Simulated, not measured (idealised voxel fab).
voxel double patterning: a process module
Square cells of 5 nm make up the cross-section cut, whose width is 140 nm.
We lay out every cross-section as a grid of square cells and spell it out in bands from the top down, where one band means one or more rows of cells. For a band, the entry starts with two heights in nm, that of the top and then that of the bottom, and carries on with the band's materials in order from left to right, each alongside its width in nm; the word "throughout" beside a single material means it fills the band edge to edge, and "blank" means empty space. Height 0 is the level under which the wafer as received is all one material. The lowest band goes on downwards, as in "top 0, no bottom". Think of "30 to 40" as a width that walks from the first number to the second as you go down the band, top row to bottom row, taking equal-sized steps from row to row. Where a step carries "no change", the cross-section came out of it unchanged, cell for cell. "Sealed-off cavities": sealed empty spaces, 8 cells or more, no open way to top, listed width x height at distance, with distance from the left edge and width, height and distance in nm. On a step's line, text after the settings is the simulator commenting on that step. overlay nm: how far to the right of its planned place the mask lay on this masked step (negative: to the left).
Planned process steps:
step 1: RECEIVE, material Si
step 2: CONFORMAL_DEP, material SiO2, thk nm 5
step 3: DIRECTIONAL_DEP, material W, thk nm 15
step 4: DIRECTIONAL_DEP, material SiN, thk nm 5
step 5: MASKED_ETCH, tone open, mask id FIRST, width nm 15, pitch nm 50, etch materials SiN, depth nm 5, overlay nm 0
step 6: MASKED_ETCH, tone open, mask id SECOND, width nm 15, etch materials SiN, depth nm 5, overlay nm 0
step 7: DIRECTIONAL_ETCH, etch materials W, depth nm 5
step 8: STRIP, etch materials SiN
The wafers in this document start out alike and differ in the depth nm applied at step 7; the plan shows the value used for the first wafer.
As-received state after step 1, first of several wafers, cross-section:
	top 0, no bottom | Si throughout
	Sealed-off cavities: none
Take a look at the first of several wafers in cross-section: the module is done, and step 8 was its last step:
	top 20, bottom 15 | W 35 nm / blank 15 nm / W 10 nm / blank 15 nm / W 10 nm / blank 15 nm / W 40 nm
	top 15, bottom 5 | W throughout
	top 5, bottom 0 | SiO2 throughout
	top 0, no bottom | Si throughout
	Sealed-off cavities: none
Here we cross-sectioned the last of the wafers once the module was done:
	top 20, bottom 5 | W 35 nm / blank 15 nm / W 10 nm / blank 15 nm / W 10 nm / blank 15 nm / W 40 nm
	top 5, bottom 0 | SiO2 throughout
	top 0, no bottom | Si throughout
	Sealed-off cavities: none
Wafer rows; end of module; cells per material since receipt: (+) gained, (-) lost; then closed voids:
depth nm 5, +28 SiO2, +75 W, Sealed-off cavities: none
depth nm 10, +28 SiO2, +66 W, Sealed-off cavities: none
depth nm 15, +28 SiO2, +57 W, Sealed-off cavities: none
depth nm 20, +28 SiO2, +57 W, Sealed-off cavities: none
depth nm 25, +28 SiO2, +57 W, Sealed-off cavities: none
depth nm 30, +28 SiO2, +57 W, Sealed-off cavities: none
